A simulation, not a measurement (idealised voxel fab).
The following is a process module called voxel self aligned vias.
Cross-section cut: width 300 nm, square cells of 5 nm.
Cross-section spec: square-cell grid; bands listed top down; each band is one or more rows. The band entry comprises the height of the band's top followed by the height of its bottom, expressed in nm, and subsequently the band's materials from left to right, each stated together with its width in nm. Where a single material is marked with the word "all across", that material fills the band from edge to edge. The word "blank" represents empty space. Below 0: as-received wafer, all one material; heights counted from there. Lowest band: no bottom, goes on down, written "0..down". The notation "30 to 40" denotes a width that varies across the rows of cells in the band, beginning at the first number in the top row, finishing at the second number in the bottom row, and changing by an identical amount from each row to the next. No cell of the cross-section changed in a step that is given as "no modification". Voids not open to the top, 8 cells minimum: see "Enclosed empty spaces". Written width x height at distance; distance is from the left edge; nm. On a step's line, text after the settings is the simulator commenting on that step. A step's line can hold "overlay nm"; with a mask on that step, the setting says how far right of the planned place the mask lay, while a negative setting says it lay to the left.

The process steps that were planned are listed below:
1) RECEIVE: material Si
2) CONFORMAL_DEP: material SiO2, thk nm 10
3) CONFORMAL_DEP: material SiCN, thk nm 5
4) DIRECTIONAL_DEP: material SiO2, thk nm 25
5) DIRECTIONAL_DEP: material aC, thk nm 15
6) PATTERN: tone open, mask id LINES, material resist, width nm 30, pitch nm 60, thk nm 30, overlay nm 0
7) DIRECTIONAL_ETCH: etch materials aC, depth nm 15
8) STRIP: etch materials resist
9) DIRECTIONAL_ETCH: etch materials SiO2, depth nm 25
10) STRIP: etch materials aC
11) CONFORMAL_DEP: material TiN, thk nm 5
12) FILL_DEP: material W, thk nm 5
13) CMP: height nm 40
14) SELECTIVE_ETCH: etch materials W Ru TiN, depth nm 10
15) FILL_DEP: material SiN, thk nm 10
16) CMP: height nm 40
17) DIRECTIONAL_DEP: material SiO2, thk nm 20
18) MASKED_ETCH: tone open, mask id VIAS, width nm 40, pitch nm 120, etch materials SiO2, depth nm 20, overlay nm 0
19) MASKED_ETCH: tone open, mask id VIAS, width nm 40, pitch nm 120, etch materials SiN, depth nm 10, overlay nm 0
20) CONFORMAL_DEP: material TiN, thk nm 5
21) FILL_DEP: material W, thk nm 5
22) CMP: height nm 60
23) CONFORMAL_DEP: material SiN, thk nm 5

Delivered wafer in cross-section: state after step 1:
0..down  Si all across
Enclosed empty spaces: none

The plan above was carried out on the starting structure above with one mistake, and this cross-section shows the wafer at the end of the module:
65..60  SiN all across
60..45  65 nm SiO2 | 5 nm TiN | 40 nm W | 5 nm TiN | 70 nm SiO2 | 5 nm TiN | 40 nm W | 5 nm TiN | 65 nm SiO2
45..40  65 nm SiO2 | 15 nm TiN | 20 nm W | 15 nm TiN | 70 nm SiO2 | 15 nm TiN | 20 nm W | 15 nm TiN | 65 nm SiO2
40..35  75 nm SiO2 | 5 nm TiN | 20 nm W | 5 nm TiN | 30 nm SiO2 | 30 nm SiN | 30 nm SiO2 | 5 nm TiN | 20 nm W | 5 nm TiN | 75 nm SiO2
35..30  75 nm SiO2 | 30 nm TiN | 30 nm SiO2 | 30 nm SiN | 30 nm SiO2 | 30 nm TiN | 75 nm SiO2
30..20  75 nm SiO2 | 5 nm TiN | 20 nm W | 5 nm TiN | 30 nm SiO2 | 5 nm TiN | 20 nm W | 5 nm TiN | 30 nm SiO2 | 5 nm TiN | 20 nm W | 5 nm TiN | 75 nm SiO2
20..15  75 nm SiO2 | 30 nm TiN | 30 nm SiO2 | 30 nm TiN | 30 nm SiO2 | 30 nm TiN | 75 nm SiO2
15..10  SiCN all across
10..0  SiO2 all across
0..down  Si all across
Enclosed empty spaces: none
It is concluded that the wafer was processed incorrectly with respect to the plan, in that step 18 ran as: MASKED_ETCH: tone open, mask id VIAS, width nm 50, pitch nm 120, etch materials SiO2, depth nm 20, overlay nm 0
